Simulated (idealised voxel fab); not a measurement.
Process module name: voxel double patterning
290 nm wide, 5 nm square cells: that's cross-section cut.
Cross-section spec: square-cell grid; bands listed top down; each band is one or more rows. Per band: top height and bottom height in nm, followed by the left-to-right materials and their widths in nm; "full width" marks a single material spanning edge to edge, "blank" marks empty space. The level at which height equals 0 is the one under which the wafer, as it arrives, is entirely one material. No lower edge exists for the bottom band, which continues downward and is notated as in "0..down". Per-row width for "30 to 40": begins at first number (top row of band), ends at second number (bottom row), increment between rows held constant. For the purposes of this document, the phrase "no alteration" attached to a step denotes that no cell within the cross-section was modified by that step. Closed empty spaces (no open way to the top) of 8 cells or more are what "Trapped voids" lists, each as width x height at distance from the left edge, nm for all three. What comes after the settings on a step's line is commentary from the simulator itself on that step. overlay nm: right-of-plan distance of the mask on a masked step; negative values mean left-of-plan.
## Process steps (planned)
1,RECEIVE | material Si
2,CONFORMAL_DEP | material SiN | thk nm 5
3,DIRECTIONAL_DEP | material SiO2 | thk nm 15
4,DIRECTIONAL_DEP | material SiCN | thk nm 5
5,DIRECTIONAL_DEP | material aC | thk nm 10
6,PATTERN | tone open | mask id FIRST | material resist | width nm 15 | pitch nm 50 | thk nm 30 | overlay nm 0
7,DIRECTIONAL_ETCH | etch materials aC | depth nm 10
8,STRIP | etch materials resist
9,DIRECTIONAL_ETCH | etch materials SiCN | depth nm 5
10,STRIP | etch materials aC
11,PATTERN | tone open | mask id SECOND | material resist | width nm 15 | thk nm 20 | overlay nm 0
12,DIRECTIONAL_ETCH | etch materials SiCN | depth nm 5
13,STRIP | etch materials resist
14,DIRECTIONAL_ETCH | etch materials SiO2 | depth nm 15
15,STRIP | etch materials SiCN
## Wafer as received: cross-section following step 1
    0..down: Si full width
    Trapped voids: none
## First of two wafers: cross-section at end of module, run per plan
    20..5: SiO2=110 | blank=15 | SiO2=10 | blank=15 | SiO2=10 | blank=15 | SiO2=115
    5..0: SiN full width
    0..down: Si full width
    Trapped voids: none
## End-of-module cross-section of the second wafer: identical starting point and process plan to the first, with one processing mistake
    20..5: SiO2=105 | blank=15 | SiO2=15 | blank=15 | SiO2=5 | blank=15 | SiO2=120
    5..0: SiN full width
    0..down: Si full width
    Trapped voids: none
Against the plan, the run slipped here: step 6 did not happen as planned, as run it was PATTERN | tone open | mask id FIRST | material resist | width nm 15 | pitch nm 50 | thk nm 30 | overlay nm -5
The concluding comparison shows that, measured in cells, each material is equally abundant on both wafers, albeit at different positions.
